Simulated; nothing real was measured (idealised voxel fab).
process module | voxel wiring stack
cross-section cut | 190 nm wide | cells 5 nm
A cross-section is a grid of square cells, given in bands from the top down. A band is one or more rows of cells.
Each band's line starts with the height of the band's top and of its bottom, in nm. Then come its materials from left to right, each with its width in nm. One material with "throughout" fills the band from edge to edge. "air" is empty space.
Height 0 is the level under which the wafer as received is all one material. The lowest band goes on downwards, as in "0 down".
A width such as "30 to 40" changes by the same amount from each row of cells to the next, from the band's top row to its bottom row.
"no change" after a step means that no cell of the cross-section changed.
closed voids: empty space of 8 cells or more with no open way to the top, each as width x height at its distance from the left edge, in nm
after a step's settings: what the simulator itself notes on the step
overlay nm, on a step with a mask: how far to the right of its planned place the mask lay; to the left if negative
plan
1 op RECEIVE | material Si
2 op CONFORMAL_DEP | material SiO2 | thk nm 10
3 op CONFORMAL_DEP | material SiCN | thk nm 5
4 op DIRECTIONAL_DEP | material lowk | thk nm 20
5 op MASKED_ETCH | tone open | mask id METAL_1 | width nm 25 | pitch nm 40 | etch materials lowk | depth nm 20 | overlay nm 0
6 op MASKED_ETCH | tone open | mask id METAL_1 | width nm 25 | pitch nm 40 | etch materials SiCN | depth nm 5 | overlay nm 0
7 op CONFORMAL_DEP | material TiN | thk nm 5
8 op FILL_DEP | material W | thk nm 10
9 op CMP | height nm 35
10 op CONFORMAL_DEP | material SiCN | thk nm 5
11 op DIRECTIONAL_DEP | material lowk | thk nm 10
12 op PATTERN | tone open | mask id PLUG_1 | material resist | width nm 15 | pitch nm 40 | thk nm 20 | overlay nm 0
13 op DIRECTIONAL_ETCH | etch materials lowk | depth nm 10
14 op DIRECTIONAL_ETCH | etch materials SiCN | depth nm 5
15 op STRIP | etch materials resist
16 op EPI | material Ru | thk nm 10
17 op EPI | material Ru | thk nm 5
18 op CONFORMAL_DEP | material SiCN | thk nm 5
19 op DIRECTIONAL_DEP | material lowk | thk nm 15
20 op DIRECTIONAL_DEP | material aC | thk nm 10
21 op PATTERN | tone open | mask id METAL_2 | material resist | width nm 25 | pitch nm 40 | thk nm 25 | overlay nm 0
22 op DIRECTIONAL_ETCH | etch materials aC | depth nm 10
23 op STRIP | etch materials resist
24 op DIRECTIONAL_ETCH | etch materials lowk | depth nm 15
25 op DIRECTIONAL_ETCH | etch materials SiCN | depth nm 5
26 op STRIP | etch materials aC
27 op CONFORMAL_DEP | material TiN | thk nm 5
28 op FILL_DEP | material Ru | thk nm 10
29 op CMP | height nm 70
30 op EPI | material Ru | thk nm 5
31 op FILL_DEP | material SiCN | thk nm 5
32 op DIRECTIONAL_DEP | material lowk | thk nm 30
33 op MASKED_ETCH | tone open | mask id METAL_3 | width nm 25 | pitch nm 40 | etch materials lowk | depth nm 20 | overlay nm 0
34 op DIRECTIONAL_DEP | material aC | thk nm 15
35 op PATTERN | tone open | mask id METAL_3_HOLES | material resist | width nm 15 | thk nm 35 | overlay nm 0
36 op DIRECTIONAL_ETCH | etch materials aC | depth nm 15
37 op STRIP | etch materials resist
38 op DIRECTIONAL_ETCH | etch materials lowk | depth nm 10
39 op DIRECTIONAL_ETCH | etch materials SiCN | depth nm 5
40 op STRIP | etch materials aC
41 op CONFORMAL_DEP | material TiN | thk nm 5
42 op FILL_DEP | material Ru | thk nm 5
43 op CMP | height nm 110
44 op CONFORMAL_DEP | material SiN | thk nm 5
first wafer, as planned
as received, after step 1
  0 down: Si throughout
  closed voids: none
after step 2
  10 to 0: SiO2 throughout
  below 0: unchanged
after step 3
  15 to 10: SiCN throughout
  below 10: unchanged
after step 4
  35 to 15: lowk throughout
  below 15: unchanged
after step 5
  35 to 15: lowk 60 | air 25 | lowk 15 | air 25 | lowk 65
  below 15: unchanged
after step 6
  35 to 15: lowk 60 | air 25 | lowk 15 | air 25 | lowk 65
  15 to 10: SiCN 60 | air 25 | SiCN 15 | air 25 | SiCN 65
  below 10: unchanged
after step 7
  40 to 35: TiN 65 | air 15 | TiN 25 | air 15 | TiN 70
  35 to 15: lowk 60 | TiN 5 | air 15 | TiN 5 | lowk 15 | TiN 5 | air 15 | TiN 5 | lowk 65
  15 to 10: SiCN 60 | TiN 25 | SiCN 15 | TiN 25 | SiCN 65
  below 10: unchanged
after step 8
  50 to 40: W throughout
  40 to 35: TiN 65 | W 15 | TiN 25 | W 15 | TiN 70
  35 to 15: lowk 60 | TiN 5 | W 15 | TiN 5 | lowk 15 | TiN 5 | W 15 | TiN 5 | lowk 65
  below 15: unchanged
after step 9
  35 to 15: lowk 60 | TiN 5 | W 15 | TiN 5 | lowk 15 | TiN 5 | W 15 | TiN 5 | lowk 65
  below 15: unchanged
after step 10
  40 to 35: SiCN throughout
  below 35: unchanged
after step 11
  50 to 40: lowk throughout
  below 40: unchanged
after step 12
  70 to 50: resist 60 | air 15 | resist 25 | air 15 | resist 75
  below 50: unchanged
after step 13
  70 to 50: resist 60 | air 15 | resist 25 | air 15 | resist 75
  50 to 40: lowk 60 | air 15 | lowk 25 | air 15 | lowk 75
  below 40: unchanged
after step 14
  70 to 50: resist 60 | air 15 | resist 25 | air 15 | resist 75
  50 to 40: lowk 60 | air 15 | lowk 25 | air 15 | lowk 75
  40 to 35: SiCN 60 | air 15 | SiCN 25 | air 15 | SiCN 75
  below 35: unchanged
after step 15
  50 to 40: lowk 60 | air 15 | lowk 25 | air 15 | lowk 75
  below 40: unchanged
after step 16
  50 to 45: lowk 60 | air 15 | lowk 25 | air 15 | lowk 75
  45 to 40: lowk 60 | Ru 15 | lowk 25 | Ru 15 | lowk 75
  40 to 35: SiCN 60 | Ru 15 | SiCN 25 | Ru 15 | SiCN 75
  below 35: unchanged
after step 17
  50 to 40: lowk 60 | Ru 15 | lowk 25 | Ru 15 | lowk 75
  below 40: unchanged
after step 18
  55 to 50: SiCN throughout
  below 50: unchanged
after step 19
  70 to 55: lowk throughout
  below 55: unchanged
after step 20
  80 to 70: aC throughout
  below 70: unchanged
after step 21
  105 to 80: resist 60 | air 25 | resist 15 | air 25 | resist 65
  below 80: unchanged
after step 22
  95 to 80: resist 60 | air 25 | resist 15 | air 25 | resist 65
  80 to 70: aC 60 | air 25 | aC 15 | air 25 | aC 65
  below 70: unchanged
after step 23
  80 to 70: aC 60 | air 25 | aC 15 | air 25 | aC 65
  below 70: unchanged
after step 24
  80 to 70: aC 60 | air 25 | aC 15 | air 25 | aC 65
  70 to 55: lowk 60 | air 25 | lowk 15 | air 25 | lowk 65
  below 55: unchanged
after step 25
  80 to 70: aC 60 | air 25 | aC 15 | air 25 | aC 65
  70 to 55: lowk 60 | air 25 | lowk 15 | air 25 | lowk 65
  55 to 50: SiCN 60 | air 25 | SiCN 15 | air 25 | SiCN 65
  below 50: unchanged
after step 26
  70 to 55: lowk 60 | air 25 | lowk 15 | air 25 | lowk 65
  below 55: unchanged
after step 27
  75 to 70: TiN 65 | air 15 | TiN 25 | air 15 | TiN 70
  70 to 55: lowk 60 | TiN 5 | air 15 | TiN 5 | lowk 15 | TiN 5 | air 15 | TiN 5 | lowk 65
  55 to 50: SiCN 60 | TiN 25 | SiCN 15 | TiN 25 | SiCN 65
  below 50: unchanged
after step 28
  85 to 75: Ru throughout
  75 to 70: TiN 65 | Ru 15 | TiN 25 | Ru 15 | TiN 70
  70 to 55: lowk 60 | TiN 5 | Ru 15 | TiN 5 | lowk 15 | TiN 5 | Ru 15 | TiN 5 | lowk 65
  below 55: unchanged
after step 29
  70 to 55: lowk 60 | TiN 5 | Ru 15 | TiN 5 | lowk 15 | TiN 5 | Ru 15 | TiN 5 | lowk 65
  below 55: unchanged
after step 30
  75 to 70: air 55 | Ru 35 | air 5 | Ru 35 | air 60
  below 70: unchanged
after step 31
  80 to 75: SiCN throughout
  75 to 70: SiCN 55 | Ru 35 | SiCN 5 | Ru 35 | SiCN 60
  below 70: unchanged
after step 32
  110 to 80: lowk throughout
  below 80: unchanged
after step 33
  110 to 90: lowk 60 | air 25 | lowk 15 | air 25 | lowk 65
  below 90: unchanged
after step 34
  125 to 110: aC 60 | air 25 | aC 15 | air 25 | aC 65
  110 to 105: lowk 60 | air 25 | lowk 15 | air 25 | lowk 65
  105 to 90: lowk 60 | aC 25 | lowk 15 | aC 25 | lowk 65
  below 90: unchanged
after step 35
  160 to 125: resist 60 | air 15 | resist 115
  125 to 110: aC 60 | air 15 | resist 10 | aC 15 | resist 25 | aC 65
  110 to 105: lowk 60 | air 15 | resist 10 | lowk 15 | resist 25 | lowk 65
  below 105: unchanged
after step 36
  145 to 125: resist 60 | air 15 | resist 115
  125 to 110: aC 60 | air 15 | resist 10 | aC 15 | resist 25 | aC 65
  110 to 105: lowk 60 | air 15 | resist 10 | lowk 15 | resist 25 | lowk 65
  105 to 90: lowk 60 | air 15 | aC 10 | lowk 15 | aC 25 | lowk 65
  below 90: unchanged
after step 37
  125 to 110: aC 60 | air 25 | aC 15 | air 25 | aC 65
  110 to 105: lowk 60 | air 25 | lowk 15 | air 25 | lowk 65
  below 105: unchanged
after step 38
  125 to 110: aC 60 | air 25 | aC 15 | air 25 | aC 65
  110 to 105: lowk 60 | air 25 | lowk 15 | air 25 | lowk 65
  105 to 90: lowk 60 | air 15 | aC 10 | lowk 15 | aC 25 | lowk 65
  90 to 80: lowk 60 | air 15 | lowk 115
  below 80: unchanged
after step 39
  125 to 110: aC 60 | air 25 | aC 15 | air 25 | aC 65
  110 to 105: lowk 60 | air 25 | lowk 15 | air 25 | lowk 65
  105 to 90: lowk 60 | air 15 | aC 10 | lowk 15 | aC 25 | lowk 65
  90 to 80: lowk 60 | air 15 | lowk 115
  80 to 75: SiCN 60 | air 15 | SiCN 115
  below 75: unchanged
after step 40
  110 to 90: lowk 60 | air 25 | lowk 15 | air 25 | lowk 65
  below 90: unchanged
after step 41
  115 to 110: TiN 65 | air 15 | TiN 25 | air 15 | TiN 70
  110 to 95: lowk 60 | TiN 5 | air 15 | TiN 5 | lowk 15 | TiN 5 | air 15 | TiN 5 | lowk 65
  95 to 90: lowk 60 | TiN 5 | air 5 | TiN 15 | lowk 15 | TiN 25 | lowk 65
  90 to 80: lowk 60 | TiN 5 | air 5 | TiN 5 | lowk 115
  80 to 75: SiCN 60 | TiN 15 | SiCN 115
  below 75: unchanged
after step 42
  120 to 115: Ru throughout
  115 to 110: TiN 65 | Ru 15 | TiN 25 | Ru 15 | TiN 70
  110 to 95: lowk 60 | TiN 5 | Ru 15 | TiN 5 | lowk 15 | TiN 5 | Ru 15 | TiN 5 | lowk 65
  95 to 90: lowk 60 | TiN 5 | Ru 5 | TiN 15 | lowk 15 | TiN 25 | lowk 65
  90 to 80: lowk 60 | TiN 5 | Ru 5 | TiN 5 | lowk 115
  below 80: unchanged
after step 43
  110 to 95: lowk 60 | TiN 5 | Ru 15 | TiN 5 | lowk 15 | TiN 5 | Ru 15 | TiN 5 | lowk 65
  below 95: unchanged
after step 44
  115 to 110: SiN throughout
  below 110: unchanged
second wafer: like start, like plan, one mistake. Through step 33 it matches the first wafer
when step 34 should have ended
  125 to 110: SiCN 60 | air 25 | SiCN 15 | air 25 | SiCN 65
  110 to 105: lowk 60 | air 25 | lowk 15 | air 25 | lowk 65
  105 to 90: lowk 60 | SiCN 25 | lowk 15 | SiCN 25 | lowk 65
  below 90: unchanged
when step 35 should have ended
  160 to 125: resist 60 | air 15 | resist 115
  125 to 110: SiCN 60 | air 15 | resist 10 | SiCN 15 | resist 25 | SiCN 65
  110 to 105: lowk 60 | air 15 | resist 10 | lowk 15 | resist 25 | lowk 65
  below 105: unchanged
when step 36 should have ended
  145 to 125: resist 60 | air 15 | resist 115
  below 125: unchanged
when step 37 should have ended
  125 to 110: SiCN 60 | air 25 | SiCN 15 | air 25 | SiCN 65
  110 to 105: lowk 60 | air 25 | lowk 15 | air 25 | lowk 65
  below 105: unchanged
when step 38 should have ended: no change
when step 39 should have ended
  120 to 110: SiCN 60 | air 25 | SiCN 15 | air 25 | SiCN 65
  110 to 100: lowk 60 | air 25 | lowk 15 | air 25 | lowk 65
  below 100: unchanged
when step 40 should have ended: no change
when step 41 should have ended
  125 to 120: TiN 65 | air 15 | TiN 25 | air 15 | TiN 70
  120 to 110: SiCN 60 | TiN 5 | air 15 | TiN 5 | SiCN 15 | TiN 5 | air 15 | TiN 5 | SiCN 65
  110 to 105: lowk 60 | TiN 5 | air 15 | TiN 5 | lowk 15 | TiN 5 | air 15 | TiN 5 | lowk 65
  105 to 100: lowk 60 | TiN 25 | lowk 15 | TiN 25 | lowk 65
  below 100: unchanged
when step 42 should have ended
  130 to 125: Ru throughout
  125 to 120: TiN 65 | Ru 15 | TiN 25 | Ru 15 | TiN 70
  120 to 110: SiCN 60 | TiN 5 | Ru 15 | TiN 5 | SiCN 15 | TiN 5 | Ru 15 | TiN 5 | SiCN 65
  110 to 105: lowk 60 | TiN 5 | Ru 15 | TiN 5 | lowk 15 | TiN 5 | Ru 15 | TiN 5 | lowk 65
  below 105: unchanged
when step 43 should have ended
  110 to 105: lowk 60 | TiN 5 | Ru 15 | TiN 5 | lowk 15 | TiN 5 | Ru 15 | TiN 5 | lowk 65
  below 105: unchanged
when step 44 should have ended
  115 to 110: SiN throughout
  below 110: unchanged
what went wrong: step 34 ran as: op DIRECTIONAL_DEP | material SiCN | thk nm 15
at the end the second wafer has, in cells: 15 fewer of Ru | 23 more of SiCN | 14 fewer of TiN | 6 more of lowk
